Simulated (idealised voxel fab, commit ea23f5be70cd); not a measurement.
Documented hereafter: the process module known as voxel spacer lines.
This is section cut - it's 250 nm across, gridded in 5 nm square cells.
This document writes a cross-section as a grid whose cells are square, and gives it as bands, listed from the top down; one or more rows of cells form a band. For a band, the entry starts with two heights in nm, that of the top and then that of the bottom, and carries on with the band's materials in order from left to right, each alongside its width in nm; the word "edge to edge" beside a single material means it fills the band edge to edge, and "empty" means empty space. Note: height 0 marks the level under which the wafer is uniformly one material as received. Lowest band unbounded below, written "0..down". A width such as "30 to 40" changes by the same amount from each row of cells to the next, from the band's top row to its bottom row. Reading "nothing altered" for a step: not a cell of the cross-section changed in it. If an empty space has no open way to the top and is at least 8 cells in size, "Sealed cavities" lists it, written width x height at distance, where distance is measured from the left edge and every value is in nm. That trailing text on a step's line, after the settings, is the simulator's own remark on the step. When a step includes a mask, the "overlay nm" setting on its line states how far to the right of its planned place that mask lay, and negative values state how far to the left.

## Here's what the planned process steps look like
1. RECEIVE: material Si
2. CONFORMAL_DEP: material Al2O3, thk nm 10
3. DIRECTIONAL_DEP: material TiN, thk nm 10
4. DIRECTIONAL_DEP: material aC, thk nm 20
5. PATTERN: tone cover, mask id MANDREL, material resist, width nm 20, pitch nm 60, thk nm 30, overlay nm 0
6. DIRECTIONAL_ETCH: etch materials aC, depth nm 20
7. STRIP: etch materials resist
8. CONFORMAL_DEP: material SiO2, thk nm 10
9. DIRECTIONAL_ETCH: etch materials SiO2, depth nm 10
10. STRIP: etch materials aC
11. DIRECTIONAL_ETCH: etch materials TiN, depth nm 10
12. STRIP: etch materials SiO2
13. FILL_DEP: material SiO2, thk nm 5
14. CMP: height nm 20

## First out of two wafers; run went to plan

## Cross-section, incoming material, after step 1
    0..down: Si edge to edge
    Sealed cavities: none

## The wafer in cross-section once step 2 is complete
    10..0: Al2O3 edge to edge
    Everything below 0 is unchanged.

## The wafer in cross-section once step 3 is complete
    20..10: TiN edge to edge
    Everything below 10 is unchanged.

## The wafer in cross-section once step 4 is complete
    40..20: aC edge to edge
    Everything below 20 is unchanged.

## The wafer in cross-section once step 5 is complete
    70..40: empty=55, resist=20, empty=40, resist=20, empty=40, resist=20, empty=55
    Everything below 40 is unchanged.

## The wafer in cross-section once step 6 is complete
    50..40: empty=55, resist=20, empty=40, resist=20, empty=40, resist=20, empty=55
    40..20: empty=55, aC=20, empty=40, aC=20, empty=40, aC=20, empty=55
    Everything below 20 is unchanged.

## The wafer in cross-section once step 7 is complete
    40..20: empty=55, aC=20, empty=40, aC=20, empty=40, aC=20, empty=55
    Everything below 20 is unchanged.

## The wafer in cross-section once step 8 is complete
    50..40: empty=45, SiO2=40, empty=20, SiO2=40, empty=20, SiO2=40, empty=45
    40..30: empty=45, SiO2=10, aC=20, SiO2=10, empty=20, SiO2=10, aC=20, SiO2=10, empty=20, SiO2=10, aC=20, SiO2=10, empty=45
    30..20: SiO2=55, aC=20, SiO2=40, aC=20, SiO2=40, aC=20, SiO2=55
    Everything below 20 is unchanged.

## The wafer in cross-section once step 9 is complete
    40..20: empty=45, SiO2=10, aC=20, SiO2=10, empty=20, SiO2=10, aC=20, SiO2=10, empty=20, SiO2=10, aC=20, SiO2=10, empty=45
    Everything below 20 is unchanged.

## The wafer in cross-section once step 10 is complete
    40..20: empty=45, SiO2=10, empty=20, SiO2=10, empty=20, SiO2=10, empty=20, SiO2=10, empty=20, SiO2=10, empty=20, SiO2=10, empty=45
    Everything below 20 is unchanged.

## The wafer in cross-section once step 11 is complete
    40..20: empty=45, SiO2=10, empty=20, SiO2=10, empty=20, SiO2=10, empty=20, SiO2=10, empty=20, SiO2=10, empty=20, SiO2=10, empty=45
    20..10: empty=45, TiN=10, empty=20, TiN=10, empty=20, TiN=10, empty=20, TiN=10, empty=20, TiN=10, empty=20, TiN=10, empty=45
    Everything below 10 is unchanged.

## The wafer in cross-section once step 12 is complete
    20..10: empty=45, TiN=10, empty=20, TiN=10, empty=20, TiN=10, empty=20, TiN=10, empty=20, TiN=10, empty=20, TiN=10, empty=45
    Everything below 10 is unchanged.

## The wafer in cross-section once step 13 is complete
    25..20: SiO2 edge to edge
    20..10: SiO2=45, TiN=10, SiO2=20, TiN=10, SiO2=20, TiN=10, SiO2=20, TiN=10, SiO2=20, TiN=10, SiO2=20, TiN=10, SiO2=45
    Everything below 10 is unchanged.

## The wafer in cross-section once step 14 is complete
    20..10: SiO2=45, TiN=10, SiO2=20, TiN=10, SiO2=20, TiN=10, SiO2=20, TiN=10, SiO2=20, TiN=10, SiO2=20, TiN=10, SiO2=45
    Everything below 10 is unchanged.

## Regarding the second of the two wafers: it shared the first wafer's starting condition and process plan, yet one error occurred during its execution. Its history coincides with that of the first wafer up to and including step 4

## Second wafer: cross-section at the scheduled end of step 5
    70..40: empty=55, resist=25, empty=35, resist=25, empty=35, resist=25, empty=50
    Everything below 40 is unchanged.

## Second wafer: cross-section at the scheduled end of step 6
    50..40: empty=55, resist=25, empty=35, resist=25, empty=35, resist=25, empty=50
    40..20: empty=55, aC=25, empty=35, aC=25, empty=35, aC=25, empty=50
    Everything below 20 is unchanged.

## Second wafer: cross-section at the scheduled end of step 7
    40..20: empty=55, aC=25, empty=35, aC=25, empty=35, aC=25, empty=50
    Everything below 20 is unchanged.

## Second wafer: cross-section at the scheduled end of step 8
    50..40: empty=45, SiO2=45, empty=15, SiO2=45, empty=15, SiO2=45, empty=40
    40..30: empty=45, SiO2=10, aC=25, SiO2=10, empty=15, SiO2=10, aC=25, SiO2=10, empty=15, SiO2=10, aC=25, SiO2=10, empty=40
    30..20: SiO2=55, aC=25, SiO2=35, aC=25, SiO2=35, aC=25, SiO2=50
    Everything below 20 is unchanged.

## Second wafer: cross-section at the scheduled end of step 9
    40..20: empty=45, SiO2=10, aC=25, SiO2=10, empty=15, SiO2=10, aC=25, SiO2=10, empty=15, SiO2=10, aC=25, SiO2=10, empty=40
    Everything below 20 is unchanged.

## Second wafer: cross-section at the scheduled end of step 10
    40..20: empty=45, SiO2=10, empty=25, SiO2=10, empty=15, SiO2=10, empty=25, SiO2=10, empty=15, SiO2=10, empty=25, SiO2=10, empty=40
    Everything below 20 is unchanged.

## Second wafer: cross-section at the scheduled end of step 11
    40..20: empty=45, SiO2=10, empty=25, SiO2=10, empty=15, SiO2=10, empty=25, SiO2=10, empty=15, SiO2=10, empty=25, SiO2=10, empty=40
    20..10: empty=45, TiN=10, empty=25, TiN=10, empty=15, TiN=10, empty=25, TiN=10, empty=15, TiN=10, empty=25, TiN=10, empty=40
    Everything below 10 is unchanged.

## Second wafer: cross-section at the scheduled end of step 12
    20..10: empty=45, TiN=10, empty=25, TiN=10, empty=15, TiN=10, empty=25, TiN=10, empty=15, TiN=10, empty=25, TiN=10, empty=40
    Everything below 10 is unchanged.

## Second wafer: cross-section at the scheduled end of step 13
    25..20: SiO2 edge to edge
    20..10: SiO2=45, TiN=10, SiO2=25, TiN=10, SiO2=15, TiN=10, SiO2=25, TiN=10, SiO2=15, TiN=10, SiO2=25, TiN=10, SiO2=40
    Everything below 10 is unchanged.

## Second wafer: cross-section at the scheduled end of step 14
    20..10: SiO2=45, TiN=10, SiO2=25, TiN=10, SiO2=15, TiN=10, SiO2=25, TiN=10, SiO2=15, TiN=10, SiO2=25, TiN=10, SiO2=40
    Everything below 10 is unchanged.
Error vs. plan: the process deviated at step 5: the operation and settings actually run there were PATTERN: tone cover, mask id MANDREL, material resist, width nm 25, pitch nm 60, thk nm 30, overlay nm 0
Heads up: at the end the two wafers have identical cell counts per material, they're just laid out differently.
